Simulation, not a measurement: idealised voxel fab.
Name of the process module below: voxel wiring stack
Section cut is 275 nm wide and gridded with 5 nm square cells.
Bands, listed from the top down, are how a cross-section gets written in this document; the cross-section itself is a grid of square cells, and a band is one or more rows of them. First you get the band's top height and its bottom height, in nm, and then the materials it's made of, left to right, with each width in nm. If you see a single material with "all across", that one covers the band edge to edge. "air" is empty space. Measure heights from 0. That's the level where, below it, the as-received wafer is all one material. The lowest band is bottomless and extends downward; write it as in "0 down". It should be noted that a width expressed as "30->40" varies in equal increments from row to row of cells within the band, taking the value of the first number at the top row and that of the second number at the bottom row. Step marked "identical to before"? Then no cell in the cross-section changed in it. Heads up: "Sealed void inventory" only lists the empty pockets with no open path to the top that are 8 cells or more, and it writes them as width x height at distance, distance from the left edge, in nm. Text after the settings on a step's line: the simulator's own remark on that step. You can add "overlay nm" to a step's line. For a step with a mask, it describes how far the mask lay to the right of its planned position, and a negative number describes a lay to the left.
Below is the list of planned process steps
1) op RECEIVE | material Si
2) op CONFORMAL_DEP | material SiO2 | thk nm 15
3) op CONFORMAL_DEP | material SiCN | thk nm 5
4) op DIRECTIONAL_DEP | material SiO2 | thk nm 20
5) op DIRECTIONAL_DEP | material aC | thk nm 15
6) op PATTERN | tone open | mask id METAL_1 | material resist | width nm 30 | pitch nm 45 | thk nm 30 | overlay nm 0
7) op DIRECTIONAL_ETCH | etch materials aC | depth nm 15
8) op STRIP | etch materials resist
9) op DIRECTIONAL_ETCH | etch materials SiO2 | depth nm 20
10) op DIRECTIONAL_ETCH | etch materials SiCN | depth nm 5
11) op STRIP | etch materials aC
12) op CONFORMAL_DEP | material TiN | thk nm 5
13) op FILL_DEP | material Cu | thk nm 5
14) op CMP | height nm 40
15) op CONFORMAL_DEP | material SiCN | thk nm 5
16) op DIRECTIONAL_DEP | material lowk | thk nm 30
17) op PATTERN | tone open | mask id METAL_2 | material resist | width nm 30 | pitch nm 45 | thk nm 15 | overlay nm 0
18) op DIRECTIONAL_ETCH | etch materials lowk | depth nm 15
19) op STRIP | etch materials resist
20) op PATTERN | tone open | mask id METAL_2_HOLES | material resist | width nm 15 | pitch nm 90 | thk nm 20 | overlay nm 0
21) op DIRECTIONAL_ETCH | etch materials lowk | depth nm 15
22) op DIRECTIONAL_ETCH | etch materials SiCN | depth nm 5
23) op STRIP | etch materials resist
24) op CONFORMAL_DEP | material TiN | thk nm 5
25) op FILL_DEP | material Cu | thk nm 5
26) op CMP | height nm 75
27) op CONFORMAL_DEP | material SiCN | thk nm 5
28) op DIRECTIONAL_DEP | material lowk | thk nm 25
29) op DIRECTIONAL_DEP | material aC | thk nm 15
30) op PATTERN | tone open | mask id METAL_3 | material resist | width nm 30 | pitch nm 45 | thk nm 30 | overlay nm 0
31) op DIRECTIONAL_ETCH | etch materials aC | depth nm 15
32) op STRIP | etch materials resist
33) op DIRECTIONAL_ETCH | etch materials lowk | depth nm 15
34) op STRIP | etch materials aC
35) op DIRECTIONAL_DEP | material aC | thk nm 10
36) op PATTERN | tone open | mask id METAL_3_HOLES | material resist | width nm 15 | pitch nm 90 | thk nm 25 | overlay nm 0
37) op DIRECTIONAL_ETCH | etch materials aC | depth nm 10
38) op STRIP | etch materials resist
39) op DIRECTIONAL_ETCH | etch materials lowk | depth nm 10
40) op DIRECTIONAL_ETCH | etch materials SiCN | depth nm 5
41) op STRIP | etch materials aC
42) op CONFORMAL_DEP | material TiN | thk nm 5
43) op FILL_DEP | material Cu | thk nm 5
44) op CMP | height nm 105
45) op CONFORMAL_DEP | material SiCN | thk nm 5
Cross-section of the wafer upon arrival, representing the state reached after step 1
- 0 down: Si all across
- Sealed void inventory: none
Module complete - cross-section of the first of two wafers, run according to plan
- 110 to 105: SiCN all across
- 105 to 95: 75 nm lowk; 5 nm TiN; 20 nm Cu; 5 nm TiN; 15 nm lowk; 5 nm TiN; 20 nm Cu; 5 nm TiN; 15 nm lowk; 5 nm TiN; 20 nm Cu; 5 nm TiN; 80 nm lowk
- 95 to 90: 75 nm lowk; 5 nm TiN; 5 nm Cu; 20 nm TiN; 15 nm lowk; 30 nm TiN; 15 nm lowk; 5 nm TiN; 5 nm Cu; 20 nm TiN; 80 nm lowk
- 90 to 80: 75 nm lowk; 5 nm TiN; 5 nm Cu; 5 nm TiN; 75 nm lowk; 5 nm TiN; 5 nm Cu; 5 nm TiN; 95 nm lowk
- 80 to 75: 75 nm SiCN; 15 nm TiN; 75 nm SiCN; 15 nm TiN; 95 nm SiCN
- 75 to 65: 75 nm lowk; 5 nm TiN; 20 nm Cu; 5 nm TiN; 15 nm lowk; 5 nm TiN; 20 nm Cu; 5 nm TiN; 15 nm lowk; 5 nm TiN; 20 nm Cu; 5 nm TiN; 80 nm lowk
- 65 to 60: 75 nm lowk; 5 nm TiN; 5 nm Cu; 20 nm TiN; 15 nm lowk; 30 nm TiN; 15 nm lowk; 5 nm TiN; 5 nm Cu; 20 nm TiN; 80 nm lowk
- 60 to 45: 75 nm lowk; 5 nm TiN; 5 nm Cu; 5 nm TiN; 75 nm lowk; 5 nm TiN; 5 nm Cu; 5 nm TiN; 95 nm lowk
- 45 to 40: 75 nm SiCN; 15 nm TiN; 75 nm SiCN; 15 nm TiN; 95 nm SiCN
- 40 to 20: 75 nm SiO2; 5 nm TiN; 20 nm Cu; 5 nm TiN; 15 nm SiO2; 5 nm TiN; 20 nm Cu; 5 nm TiN; 15 nm SiO2; 5 nm TiN; 20 nm Cu; 5 nm TiN; 80 nm SiO2
- 20 to 15: 75 nm SiCN; 30 nm TiN; 15 nm SiCN; 30 nm TiN; 15 nm SiCN; 30 nm TiN; 80 nm SiCN
- 15 to 0: SiO2 all across
- 0 down: Si all across
- Sealed void inventory: none
Second wafer at the end: like start, like plan, one mistake
- 110 to 105: SiCN all across
- 105 to 95: 85->70 nm Cu; 5->20 nm TiN; 15 nm lowk; 5 nm TiN; 5 nm Cu; 5 nm TiN; 30 nm lowk; 5 nm TiN; 20->5 nm Cu; 5->20 nm TiN; 15 nm lowk; 5 nm TiN; 75 nm Cu
- 95 to 90: 75 nm TiN; 30 nm lowk; 15 nm TiN; 30 nm lowk; 15 nm TiN; 30 nm lowk; 80 nm TiN
- 90 to 80: lowk all across
- 80 to 75: SiCN all across
- 75 to 65: 75 nm lowk; 5 nm TiN; 20 nm Cu; 5 nm TiN; 15 nm lowk; 5 nm TiN; 20 nm Cu; 5 nm TiN; 15 nm lowk; 5 nm TiN; 20 nm Cu; 5 nm TiN; 80 nm lowk
- 65 to 60: 75 nm lowk; 5 nm TiN; 5 nm Cu; 20 nm TiN; 15 nm lowk; 30 nm TiN; 15 nm lowk; 5 nm TiN; 5 nm Cu; 20 nm TiN; 80 nm lowk
- 60 to 45: 75 nm lowk; 5 nm TiN; 5 nm Cu; 5 nm TiN; 75 nm lowk; 5 nm TiN; 5 nm Cu; 5 nm TiN; 95 nm lowk
- 45 to 40: 75 nm SiCN; 15 nm TiN; 75 nm SiCN; 15 nm TiN; 95 nm SiCN
- 40 to 20: 75 nm SiO2; 5 nm TiN; 20 nm Cu; 5 nm TiN; 15 nm SiO2; 5 nm TiN; 20 nm Cu; 5 nm TiN; 15 nm SiO2; 5 nm TiN; 20 nm Cu; 5 nm TiN; 80 nm SiO2
- 20 to 15: 75 nm SiCN; 30 nm TiN; 15 nm SiCN; 30 nm TiN; 15 nm SiCN; 30 nm TiN; 80 nm SiCN
- 15 to 0: SiO2 all across
- 0 down: Si all across
- Sealed void inventory: none
Run error: step 30 was processed under conditions differing from the plan, specifically as op PATTERN | tone cover | mask id METAL_3 | material resist | width nm 30 | pitch nm 45 | thk nm 30 | overlay nm 0
Upon completion, the second wafer contains, in terms of cells, a greater or smaller amount of certain materials than the first wafer: Cu +38, SiCN +6, TiN +13, lowk -57
